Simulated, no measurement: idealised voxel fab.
Process module in this document: voxel transistor to metal
Section cut is 265 nm wide and gridded with 5 nm square cells.
This document writes a cross-section as a grid whose cells are square, and gives it as bands, listed from the top down; one or more rows of cells form a band.
For a band, the entry starts with two heights in nm, that of the top and then that of the bottom, and carries on with the band's materials in order from left to right, each alongside its width in nm; the word "all across" beside a single material means it fills the band edge to edge, and "air" means empty space.
Heights are expressed relative to 0, this being the level below which the as-received wafer comprises one material exclusively. The lowest band is unbounded in the downward direction and is denoted as in "z 0 and below".
The two numbers in a width such as "30 to 40" mark its ends across the band: the first belongs to the top row of cells, the second to the bottom row, and from each row to the next the width moves by the same amount.
No cell of the cross-section changed in a step that is given as "remains unaltered".
Entry "closed voids". Content: empty spaces with no open connection to the top, size 8 cells or greater. Each: width x height at distance. Distance: from left edge. Unit: nm.
Where a step's line continues beyond its settings, the continuation is a remark by the simulator itself on that step.
overlay nm: step with mask; distance mask lay right of planned place; negative value = left of planned place.

SET OUT BELOW ARE THE PLANNED STEPS OF THE PROCESS
step 1: RECEIVE,material Si
step 2: OXIDIZE,depth nm 5
step 3: CONFORMAL_DEP,material SiN,thk nm 10
step 4: PATTERN,tone cover,mask id ACTIVE,material resist,width nm 90,pitch nm 125,thk nm 20,overlay nm 0
step 5: DIRECTIONAL_ETCH,etch materials SiN,depth nm 10
step 6: DIRECTIONAL_ETCH,etch materials SiO2,depth nm 5
step 7: DIRECTIONAL_ETCH,etch materials Si,depth nm 20
step 8: STRIP,etch materials resist
step 9: OXIDIZE,depth nm 5
step 10: FILL_DEP,material SiO2,thk nm 10
step 11: CMP,height nm 10
step 12: SELECTIVE_ETCH,etch materials SiO2,depth nm 10
step 13: STRIP,etch materials SiN
step 14: SELECTIVE_ETCH,etch materials SiO2,depth nm 5
step 15: OXIDIZE,depth nm 5
step 16: DIRECTIONAL_DEP,material polySi,thk nm 30
step 17: DIRECTIONAL_DEP,material SiCN,thk nm 10
step 18: MASKED_ETCH,tone cover,mask id GATE,width nm 20,pitch nm 125,etch materials SiCN,depth nm 20,overlay nm 0
step 19: MASKED_ETCH,tone cover,mask id GATE,width nm 20,pitch nm 125,etch materials polySi,depth nm 40,overlay nm 0
step 20: CONFORMAL_DEP,material SiN,thk nm 5
step 21: DIRECTIONAL_ETCH,etch materials SiN,depth nm 5
step 22: DIRECTIONAL_ETCH,etch materials SiO2,depth nm 5
step 23: EPI,material nSi,thk nm 5
step 24: FILL_DEP,material SiO2,thk nm 5
step 25: CMP,height nm 35
step 26: DIRECTIONAL_DEP,material SiO2,thk nm 15
step 27: MASKED_ETCH,tone open,mask id CONTACT,width nm 15,etch materials SiO2,depth nm 55,overlay nm 0
step 28: CONFORMAL_DEP,material TiN,thk nm 5
step 29: FILL_DEP,material W,thk nm 10
step 30: CMP,height nm 50
step 31: CONFORMAL_DEP,material SiN,thk nm 5
step 32: DIRECTIONAL_DEP,material lowk,thk nm 15
step 33: PATTERN,tone open,mask id METAL_1,material resist,width nm 15,thk nm 15,overlay nm 0
step 34: DIRECTIONAL_ETCH,etch materials lowk,depth nm 15
step 35: DIRECTIONAL_ETCH,etch materials SiN,depth nm 5
step 36: STRIP,etch materials resist
step 37: CONFORMAL_DEP,material TiN,thk nm 5
step 38: FILL_DEP,material Ru,thk nm 10
step 39: CMP,height nm 70
step 40: EPI,material Ru,thk nm 5
step 41: FILL_DEP,material SiCN,thk nm 5
step 42: DIRECTIONAL_DEP,material lowk,thk nm 35
step 43: DIRECTIONAL_DEP,material aC,thk nm 15
step 44: PATTERN,tone open,mask id METAL_2,material resist,width nm 15,pitch nm 125,thk nm 30,overlay nm 0
step 45: DIRECTIONAL_ETCH,etch materials aC,depth nm 15
step 46: STRIP,etch materials resist
step 47: DIRECTIONAL_ETCH,etch materials lowk,depth nm 20
step 48: STRIP,etch materials aC
step 49: PATTERN,tone open,mask id METAL_2_HOLES,material resist,width nm 15,pitch nm 125,thk nm 15,overlay nm 0
step 50: DIRECTIONAL_ETCH,etch materials lowk,depth nm 15
step 51: DIRECTIONAL_ETCH,etch materials SiCN,depth nm 5
step 52: STRIP,etch materials resist
step 53: CONFORMAL_DEP,material TiN,thk nm 5
step 54: FILL_DEP,material Ru,thk nm 5
step 55: CMP,height nm 115
step 56: CONFORMAL_DEP,material SiN,thk nm 5
varied across the wafers: width nm of step 4. The plan shows the first wafer's value. All wafers start alike

AFTER STEP 1, AS RECEIVED: FIRST OF SEVERAL WAFERS, CROSS-SECTION
    z 0 and below = Si all across
    closed voids: none

BELOW, A ROW FOR EVERY WAFER. READ IT AS THE END-OF-MODULE PICTURE: FOR EACH MATERIAL THE WAFER SHOWS ITS CELLS GAINED (+) OR LOST (-) SINCE IT WAS RECEIVED, AND THEN ITS CLOSED VOIDS
width nm 90, +46 Ru, -190 Si, +96 SiCN, +126 SiN, +468 SiO2, +162 TiN, +40 W, +452 lowk, +24 nSi, +48 polySi, closed voids: none
width nm 95, +46 Ru, -182 Si, +96 SiCN, +126 SiN, +458 SiO2, +162 TiN, +40 W, +452 lowk, +26 nSi, +48 polySi, closed voids: none
width nm 100, +46 Ru, -174 Si, +96 SiCN, +126 SiN, +448 SiO2, +162 TiN, +40 W, +452 lowk, +28 nSi, +48 polySi, closed voids: none
width nm 105, +46 Ru, -166 Si, +96 SiCN, +126 SiN, +438 SiO2, +162 TiN, +40 W, +452 lowk, +30 nSi, +48 polySi, closed voids: none
width nm 110, +46 Ru, -158 Si, +96 SiCN, +126 SiN, +428 SiO2, +162 TiN, +40 W, +452 lowk, +32 nSi, +48 polySi, closed voids: none
